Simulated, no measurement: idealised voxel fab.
This is a process module. Its name is voxel capacitor over wiring.
It is cross-section cut that appears here, measuring 205 nm in width, its square cells being 5 nm in size.
Bands, listed from the top down, are how a cross-section gets written in this document; the cross-section itself is a grid of square cells, and a band is one or more rows of them.
What a band's entry tells you: where the top is and where the bottom is, as heights in nm, and after that what lies inside, material by material from left to right, each with its width in nm. Empty space is written as the word "blank", and a single material marked with the word "full width" occupies the band from edge to edge.
A quick word on heights: they are counted from 0, and under that level the wafer as it came to us is one material throughout. The lowest band is different from the rest in having no bottom; it simply continues downward, written as in "0 -> down".
The expression "30..40" gives the width at the extremes of the band, the first number at its top row of cells and the second at its bottom row, with the width changing by equal amounts from each row to the next in between.
Step note "nothing got changed" = no cross-section cell changed.
The entry "Sealed-off cavities" lists the empty spaces that cover at least 8 cells and have no open path to the top. Each is written as width x height at distance, where the distance is measured from the left edge and all three values are in nm.
Whatever follows a step's settings on its line is a remark the simulator itself makes about that step.
Each step line may optionally specify "overlay nm", which for a step with a mask gives the rightward distance between the mask's planned place and where it lay, a negative value indicating the leftward direction.
The steps planned for the process are as follows:
step 1: RECEIVE [material Si]
step 2: CONFORMAL_DEP [material SiO2] [thk nm 15]
step 3: CONFORMAL_DEP [material SiCN] [thk nm 5]
step 4: DIRECTIONAL_DEP [material lowk] [thk nm 25]
step 5: PATTERN [tone open] [mask id METAL_1] [material resist] [width nm 30] [pitch nm 80] [thk nm 15] [overlay nm 0]
step 6: DIRECTIONAL_ETCH [etch materials lowk] [depth nm 25]
step 7: DIRECTIONAL_ETCH [etch materials SiCN] [depth nm 5]
step 8: STRIP [etch materials resist]
step 9: CONFORMAL_DEP [material TiN] [thk nm 5]
step 10: FILL_DEP [material Cu] [thk nm 10]
step 11: CMP [height nm 45]
step 12: CONFORMAL_DEP [material SiCN] [thk nm 5]
step 13: DIRECTIONAL_DEP [material SiO2] [thk nm 15]
step 14: MASKED_ETCH [tone open] [mask id PLUG_1] [width nm 15] [etch materials SiO2] [depth nm 15] [overlay nm 0]
step 15: MASKED_ETCH [tone open] [mask id PLUG_1] [width nm 15] [etch materials SiCN] [depth nm 5] [overlay nm 0]
step 16: EPI [material Ru] [thk nm 10]
step 17: EPI [material Ru] [thk nm 10]
step 18: DIRECTIONAL_DEP [material TiN] [thk nm 5]
step 19: DIRECTIONAL_DEP [material SiN] [thk nm 5]
step 20: DIRECTIONAL_DEP [material TiN] [thk nm 10]
step 21: DIRECTIONAL_DEP [material aC] [thk nm 10]
step 22: PATTERN [tone cover] [mask id UPPER_PLATE] [material resist] [width nm 55] [thk nm 25] [overlay nm 0]
step 23: DIRECTIONAL_ETCH [etch materials aC] [depth nm 10]
step 24: STRIP [etch materials resist]
step 25: DIRECTIONAL_ETCH [etch materials TiN] [depth nm 10]
step 26: DIRECTIONAL_ETCH [etch materials SiN] [depth nm 5]
step 27: STRIP [etch materials aC]
step 28: PATTERN [tone cover] [mask id LOWER_PLATE] [material resist] [width nm 65] [thk nm 20] [overlay nm 0]
step 29: DIRECTIONAL_ETCH [etch materials TiN] [depth nm 5]
step 30: STRIP [etch materials resist]
step 31: FILL_DEP [material SiO2] [thk nm 15]
step 32: CMP [height nm 95]
step 33: PATTERN [tone open] [mask id PLUG_2] [material resist] [width nm 15] [thk nm 15] [overlay nm 0]
step 34: DIRECTIONAL_ETCH [etch materials SiO2] [depth nm 10]
step 35: STRIP [etch materials resist]
step 36: CONFORMAL_DEP [material TiN] [thk nm 5]
step 37: FILL_DEP [material Cu] [thk nm 5]
step 38: CMP [height nm 95]
step 39: CONFORMAL_DEP [material SiN] [thk nm 5]
Shown in cross-section is the wafer as received, that is, as it stands after step 1:
- 0 -> down: Si full width
- Sealed-off cavities: none
Wafer cross-section at module end: first of two, run to plan:
- 100 -> 95: SiN full width
- 95 -> 90: 70 nm SiO2, 5 nm TiN, 5 nm Cu, 5 nm TiN, 120 nm SiO2
- 90 -> 85: 70 nm SiO2, 15 nm TiN, 120 nm SiO2
- 85 -> 75: 60 nm SiO2, 55 nm TiN, 90 nm SiO2
- 75 -> 70: 60 nm SiO2, 55 nm SiN, 90 nm SiO2
- 70 -> 65: 55 nm SiO2, 65 nm TiN, 85 nm SiO2
- 65 -> 50: 60 nm SiO2, 15 nm Ru, 130 nm SiO2
- 50 -> 45: 60 nm SiCN, 15 nm Ru, 130 nm SiCN
- 45 -> 20: 45 nm lowk, 5 nm TiN, 20 nm Cu, 5 nm TiN, 50 nm lowk, 5 nm TiN, 20 nm Cu, 5 nm TiN, 50 nm lowk
- 20 -> 15: 45 nm SiCN, 30 nm TiN, 50 nm SiCN, 30 nm TiN, 50 nm SiCN
- 15 -> 0: SiO2 full width
- 0 -> down: Si full width
- Sealed-off cavities: none
This cross-section belongs to the second wafer of two at the end of the module; the start and the plan were shared with the first, and the run included one mistake:
- 100 -> 95: SiN full width
- 95 -> 90: 70 nm SiO2, 5 nm TiN, 5 nm Cu, 5 nm TiN, 120 nm SiO2
- 90 -> 85: 70 nm SiO2, 15 nm TiN, 120 nm SiO2
- 85 -> 80: SiO2 full width
- 80 -> 70: 60 nm SiO2, 55 nm TiN, 90 nm SiO2
- 70 -> 65: 60 nm SiO2, 55 nm SiN, 90 nm SiO2
- 65 -> 60: 55 nm SiO2, 65 nm TiN, 85 nm SiO2
- 60 -> 45: 60 nm SiO2, 15 nm Ru, 130 nm SiO2
- 45 -> 40: 60 nm SiCN, 15 nm Ru, 130 nm SiCN
- 40 -> 20: 45 nm lowk, 5 nm TiN, 20 nm Cu, 5 nm TiN, 50 nm lowk, 5 nm TiN, 20 nm Cu, 5 nm TiN, 50 nm lowk
- 20 -> 15: 45 nm SiCN, 30 nm TiN, 50 nm SiCN, 30 nm TiN, 50 nm SiCN
- 15 -> 0: SiO2 full width
- 0 -> down: Si full width
- Sealed-off cavities: none
What broke from the plan during processing? note that step 11 departed from the planned setting and was carried out as CMP [height nm 40]
The final cell counts differ between the wafers, with the second having more or fewer of some materials than the first: 8 fewer of Cu; 41 more of SiO2; 4 fewer of TiN; 29 fewer of lowk
